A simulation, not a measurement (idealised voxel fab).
This is a process module. Its name is voxel released beams.
It is cross-section cut that appears here, measuring 185 nm in width, its square cells being 5 nm in size.
Each cross-section below is a grid of square cells, stated as bands in top-down order, with one or more rows of cells making up each band.
Band: top and bottom heights (nm) first, top before bottom; then materials from left to right, widths in nm. "everywhere" marks a sole material filling the band edge to edge. "blank" denotes empty space.
We count height from 0. Below that, the starting wafer is all one material. The lowest band never ends at the bottom but goes on down; see "0..down" for how that is written.
With a width like "30 to 40", each row of cells in the band differs from the next by the same amount, the top row carrying the first number and the bottom row the second.
Step note "remains unaltered" = no cross-section cell changed.
You'll see "Unvented cavities" listing empty spaces that have no way open to the top, as long as they're 8 cells or more; the notation is width x height at distance, where the distance is from the left edge, and all of it is in nm.
Note: text after step settings on the step line = simulator remark on that step.
Among the settings permitted on a step's line is "overlay nm"; applied to a step with a mask, it specifies the extent to which the mask lay to the right of its planned position, whereas a negative figure signifies a position to the left.

Intended process steps
| 1 | RECEIVE,material Si |
| 2 | CONFORMAL_DEP,material Al2O3,thk nm 5 |
| 3 | DIRECTIONAL_DEP,material SiO2,thk nm 10 |
| 4 | DIRECTIONAL_DEP,material aC,thk nm 10 |
| 5 | PATTERN,tone open,mask id ANCHOR,material resist,width nm 35,thk nm 30,overlay nm -15 |
| 6 | DIRECTIONAL_ETCH,etch materials aC,depth nm 10 |
| 7 | STRIP,etch materials resist |
| 8 | DIRECTIONAL_ETCH,etch materials SiO2,depth nm 10 |
| 9 | STRIP,etch materials aC |
| 10 | CONFORMAL_DEP,material polySi,thk nm 10 |
| 11 | MASKED_ETCH,tone cover,mask id BEAM,width nm 95,etch materials polySi,depth nm 10,overlay nm 0 |
| 12 | STRIP,etch materials SiO2 |
Same starting wafers, different overlay nm at step 5. Plan value belongs to the first wafer.

Cross-sectional view of the first of several wafers in the as-received condition, corresponding to the state following step 1
	0..down | Si everywhere
	Unvented cavities: none

Per-wafer rows below. For each material: cells gained (+) or lost (-) since the wafer was received, as of end of module. Then: closed voids
overlay nm -15; +37 Al2O3; +46 polySi; Unvented cavities: none
overlay nm -10; +37 Al2O3; +46 polySi; Unvented cavities: none
overlay nm -5; +37 Al2O3; +46 polySi; Unvented cavities: none
overlay nm 0; +37 Al2O3; +46 polySi; Unvented cavities: none
overlay nm 5; +37 Al2O3; +46 polySi; Unvented cavities: none
overlay nm 10; +37 Al2O3; +46 polySi; Unvented cavities: none
overlay nm 15; +37 Al2O3; +46 polySi; Unvented cavities: none
